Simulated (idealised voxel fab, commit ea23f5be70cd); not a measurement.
process module | voxel self aligned vias
cross-section cut | 185 nm wide | cells 5 nm
A cross-section is a grid of square cells, given in bands from the top down. A band is one or more rows of cells.
Each band's line starts with the height of the band's top and of its bottom, in nm. Then come its materials from left to right, each with its width in nm. One material with "throughout" fills the band from edge to edge. "air" is empty space.
Height 0 is the level under which the wafer as received is all one material. The lowest band goes on downwards, as in "0 down".
A width such as "30 to 40" changes by the same amount from each row of cells to the next, from the band's top row to its bottom row.
"no change" after a step means that no cell of the cross-section changed.
closed voids: empty space of 8 cells or more with no open way to the top, each as width x height at its distance from the left edge, in nm
after a step's settings: what the simulator itself notes on the step
overlay nm, on a step with a mask: how far to the right of its planned place the mask lay; to the left if negative
plan
1 op RECEIVE | material Si
2 op CONFORMAL_DEP | material SiO2 | thk nm 10
3 op CONFORMAL_DEP | material SiCN | thk nm 5
4 op DIRECTIONAL_DEP | material SiO2 | thk nm 25
5 op MASKED_ETCH | tone open | mask id LINES | width nm 20 | pitch nm 70 | etch materials SiO2 | depth nm 25 | overlay nm 0
6 op CONFORMAL_DEP | material TiN | thk nm 5
7 op FILL_DEP | material Ru | thk nm 10
8 op CMP | height nm 40
9 op SELECTIVE_ETCH | etch materials W Ru TiN | depth nm 10
10 op FILL_DEP | material SiN | thk nm 10
11 op CMP | height nm 40
12 op DIRECTIONAL_DEP | material SiO2 | thk nm 15
13 op DIRECTIONAL_DEP | material aC | thk nm 10
14 op PATTERN | tone open | mask id VIAS | material resist | width nm 40 | pitch nm 70 | thk nm 25 | overlay nm 0
15 op DIRECTIONAL_ETCH | etch materials aC | depth nm 10
16 op STRIP | etch materials resist
17 op DIRECTIONAL_ETCH | etch materials SiO2 | depth nm 15
18 op DIRECTIONAL_ETCH | etch materials SiN | depth nm 10
19 op STRIP | etch materials aC
20 op CONFORMAL_DEP | material TiN | thk nm 5
21 op FILL_DEP | material Ru | thk nm 5
22 op CMP | height nm 55
23 op CONFORMAL_DEP | material SiN | thk nm 5
first wafer, as planned
as received, after step 1
  0 down: Si throughout
  closed voids: none
after step 2
  10 to 0: SiO2 throughout
  below 0: unchanged
after step 3
  15 to 10: SiCN throughout
  below 10: unchanged
after step 4
  40 to 15: SiO2 throughout
  below 15: unchanged
after step 5
  40 to 15: SiO2 45 | air 20 | SiO2 50 | air 20 | SiO2 50
  below 15: unchanged
after step 6
  45 to 40: TiN 50 | air 10 | TiN 60 | air 10 | TiN 55
  40 to 20: SiO2 45 | TiN 5 | air 10 | TiN 5 | SiO2 50 | TiN 5 | air 10 | TiN 5 | SiO2 50
  20 to 15: SiO2 45 | TiN 20 | SiO2 50 | TiN 20 | SiO2 50
  below 15: unchanged
after step 7
  55 to 45: Ru throughout
  45 to 40: TiN 50 | Ru 10 | TiN 60 | Ru 10 | TiN 55
  40 to 20: SiO2 45 | TiN 5 | Ru 10 | TiN 5 | SiO2 50 | TiN 5 | Ru 10 | TiN 5 | SiO2 50
  below 20: unchanged
after step 8
  40 to 20: SiO2 45 | TiN 5 | Ru 10 | TiN 5 | SiO2 50 | TiN 5 | Ru 10 | TiN 5 | SiO2 50
  below 20: unchanged
after step 9
  40 to 30: SiO2 45 | air 20 | SiO2 50 | air 20 | SiO2 50
  below 30: unchanged
after step 10
  50 to 40: SiN throughout
  40 to 30: SiO2 45 | SiN 20 | SiO2 50 | SiN 20 | SiO2 50
  below 30: unchanged
after step 11
  40 to 30: SiO2 45 | SiN 20 | SiO2 50 | SiN 20 | SiO2 50
  below 30: unchanged
after step 12
  55 to 40: SiO2 throughout
  below 40: unchanged
after step 13
  65 to 55: aC throughout
  below 55: unchanged
after step 14
  90 to 65: resist 35 | air 40 | resist 30 | air 40 | resist 40
  below 65: unchanged
after step 15
  80 to 65: resist 35 | air 40 | resist 30 | air 40 | resist 40
  65 to 55: aC 35 | air 40 | aC 30 | air 40 | aC 40
  below 55: unchanged
after step 16
  65 to 55: aC 35 | air 40 | aC 30 | air 40 | aC 40
  below 55: unchanged
after step 17
  65 to 55: aC 35 | air 40 | aC 30 | air 40 | aC 40
  55 to 40: SiO2 35 | air 40 | SiO2 30 | air 40 | SiO2 40
  below 40: unchanged
after step 18
  65 to 55: aC 35 | air 40 | aC 30 | air 40 | aC 40
  55 to 40: SiO2 35 | air 40 | SiO2 30 | air 40 | SiO2 40
  40 to 30: SiO2 45 | air 20 | SiO2 50 | air 20 | SiO2 50
  below 30: unchanged
after step 19
  55 to 40: SiO2 35 | air 40 | SiO2 30 | air 40 | SiO2 40
  below 40: unchanged
after step 20
  60 to 55: TiN 40 | air 30 | TiN 40 | air 30 | TiN 45
  55 to 45: SiO2 35 | TiN 5 | air 30 | TiN 5 | SiO2 30 | TiN 5 | air 30 | TiN 5 | SiO2 40
  45 to 35: SiO2 35 to 45 | TiN 15 to 5 | air 10 | TiN 15 to 5 | SiO2 30 to 50 | TiN 15 to 5 | air 10 | TiN 15 to 5 | SiO2 40 to 50
  35 to 30: SiO2 45 | TiN 20 | SiO2 50 | TiN 20 | SiO2 50
  below 30: unchanged
after step 21
  65 to 60: Ru throughout
  60 to 55: TiN 40 | Ru 30 | TiN 40 | Ru 30 | TiN 45
  55 to 45: SiO2 35 | TiN 5 | Ru 30 | TiN 5 | SiO2 30 | TiN 5 | Ru 30 | TiN 5 | SiO2 40
  45 to 35: SiO2 35 to 45 | TiN 15 to 5 | Ru 10 | TiN 15 to 5 | SiO2 30 to 50 | TiN 15 to 5 | Ru 10 | TiN 15 to 5 | SiO2 40 to 50
  below 35: unchanged
after step 22
  55 to 45: SiO2 35 | TiN 5 | Ru 30 | TiN 5 | SiO2 30 | TiN 5 | Ru 30 | TiN 5 | SiO2 40
  below 45: unchanged
after step 23
  60 to 55: SiN throughout
  below 55: unchanged
second wafer: like start, like plan, one mistake. Through step 19 it matches the first wafer
when step 20 should have ended
  60 to 55: W 40 | air 30 | W 40 | air 30 | W 45
  55 to 45: SiO2 35 | W 5 | air 30 | W 5 | SiO2 30 | W 5 | air 30 | W 5 | SiO2 40
  45 to 35: SiO2 35 to 45 | W 15 to 5 | air 10 | W 15 to 5 | SiO2 30 to 50 | W 15 to 5 | air 10 | W 15 to 5 | SiO2 40 to 50
  35 to 30: SiO2 45 | W 20 | SiO2 50 | W 20 | SiO2 50
  below 30: unchanged
when step 21 should have ended
  65 to 60: Ru throughout
  60 to 55: W 40 | Ru 30 | W 40 | Ru 30 | W 45
  55 to 45: SiO2 35 | W 5 | Ru 30 | W 5 | SiO2 30 | W 5 | Ru 30 | W 5 | SiO2 40
  45 to 35: SiO2 35 to 45 | W 15 to 5 | Ru 10 | W 15 to 5 | SiO2 30 to 50 | W 15 to 5 | Ru 10 | W 15 to 5 | SiO2 40 to 50
  below 35: unchanged
when step 22 should have ended
  55 to 45: SiO2 35 | W 5 | Ru 30 | W 5 | SiO2 30 | W 5 | Ru 30 | W 5 | SiO2 40
  below 45: unchanged
when step 23 should have ended
  60 to 55: SiN throughout
  below 55: unchanged
what went wrong: step 20 ran as: op CONFORMAL_DEP | material W | thk nm 5
at the end the second wafer has, in cells: 32 fewer of TiN | 32 more of W
